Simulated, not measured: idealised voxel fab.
This section sets out a process module, namely voxel fin reveal.
280 nm wide, 5 nm square cells: that's cross-section cut.
Cross-sections here: square-cell grids, written as top-down lists of bands, a band being one or more rows of cells.
Band entry format. Leading values: height of top, height of bottom, nm. Remainder: materials in left-to-right order, each with its width in nm. Special words: "edge to edge" on a single material, which then fills the band edge to edge; "air", empty space.
The reference from which all heights are counted is 0, the level beneath which the as-received wafer is entirely one material; the lowest band, having no lower bound, proceeds downward and is written after the example "0 -> down".
The expression "30->40" gives the width at the extremes of the band, the first number at its top row of cells and the second at its bottom row, with the width changing by equal amounts from each row to the next in between.
Take "stayed the same" at face value: in the step it is given for, the cross-section changed in none of its cells.
Entry "Closed cavities" = empty spaces >= 8 cells with no open way to the top; each as width x height at distance, distance from left edge, all nm.
Step line, after settings: the simulator's comment on this step.
"overlay nm" denotes, for a step that has a mask, the displacement of the mask to the right of its planned place, with negative values corresponding to the left.
Plan:
1. op RECEIVE | material Si
2. op CONFORMAL_DEP | material SiN | thk nm 5
3. op DIRECTIONAL_DEP | material aC | thk nm 15
4. op PATTERN | tone cover | mask id FINS | material resist | width nm 15 | pitch nm 40 | thk nm 30 | overlay nm 0
5. op DIRECTIONAL_ETCH | etch materials aC | depth nm 15
6. op STRIP | etch materials resist
7. op DIRECTIONAL_ETCH | etch materials SiN | depth nm 5
8. op DIRECTIONAL_ETCH | etch materials Si | depth nm 40
9. op STRIP | etch materials aC
10. op FILL_DEP | material SiO2 | thk nm 5
11. op CMP | height nm 5
12. op SELECTIVE_ETCH | etch materials SiO2 | depth nm 35
13. op STRIP | etch materials SiN
Split variable: width nm, step 4. Plan value = first wafer. Wafers start alike.
The first of several wafers in cross-section, exactly as it reached us after step 1:
    0 -> down | Si edge to edge
    Closed cavities: none
Take any row and you have a wafer at the end of the module: how many cells of each material it has gained (+) or lost (-) since it was received, and then its closed voids:
width nm 15; -352 Si; +88 SiO2; Closed cavities: none
width nm 20; -320 Si; +80 SiO2; Closed cavities: none
width nm 25; -288 Si; +72 SiO2; Closed cavities: none
